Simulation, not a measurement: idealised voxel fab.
Name of the process module below: voxel spacer lines
Pictured: cross-section cut, 250 nm wide, on a grid of 5 nm square cells.
Cross-sections here: square-cell grids, written as top-down lists of bands, a band being one or more rows of cells.
What a band's entry tells you: where the top is and where the bottom is, as heights in nm, and after that what lies inside, material by material from left to right, each with its width in nm. Empty space is written as the word "blank", and a single material marked with the word "full width" occupies the band from edge to edge.
For the purposes of this specification, 0 denotes the height below which the wafer in its as-received condition is composed wholly of one material, and the lowermost band, lacking a lower limit, extends downward without end, as expressed in "0..down".
A width given as "30..40" starts at the first number in the band's top row and ends at the second number in its bottom row, shifting by an equal amount at every step from row to row.
"changes: none" after a step means that no cell of the cross-section changed.
Voids not open to the top, 8 cells minimum: see "Voids, sealed". Written width x height at distance; distance is from the left edge; nm.
That trailing text on a step's line, after the settings, is the simulator's own remark on the step.
On any step carrying a mask, the "overlay nm" setting, if present on the step's line, tells how far right of its planned place the mask lay; negative values point to the left.
### The planned process steps are enumerated hereunder
- 1: RECEIVE, material Si
- 2: CONFORMAL_DEP, material Al2O3, thk nm 5
- 3: DIRECTIONAL_DEP, material SiN, thk nm 15
- 4: DIRECTIONAL_DEP, material aC, thk nm 30
- 5: PATTERN, tone cover, mask id MANDREL, material resist, width nm 25, pitch nm 70, thk nm 35, overlay nm 0
- 6: DIRECTIONAL_ETCH, etch materials aC, depth nm 30
- 7: STRIP, etch materials resist
- 8: CONFORMAL_DEP, material SiO2, thk nm 10
- 9: DIRECTIONAL_ETCH, etch materials SiO2, depth nm 10
- 10: STRIP, etch materials aC
- 11: DIRECTIONAL_ETCH, etch materials SiN, depth nm 15
- 12: STRIP, etch materials SiO2
### Cross-sectional view of the wafer in its as-received condition, corresponding to the state after step 1
0..down  Si full width
Voids, sealed: none
### Cross-section at module end, one run error; start and plan unchanged from above
20..5  blank=25 / SiN=10 / blank=35 / SiN=10 / blank=15 / SiN=10 / blank=35 / SiN=10 / blank=15 / SiN=10 / blank=35 / SiN=10 / blank=30
5..0  Al2O3 full width
0..down  Si full width
Voids, sealed: none
Diagnosis: step 5 off recipe, ran as PATTERN, tone cover, mask id MANDREL, material resist, width nm 35, pitch nm 70, thk nm 35, overlay nm 0
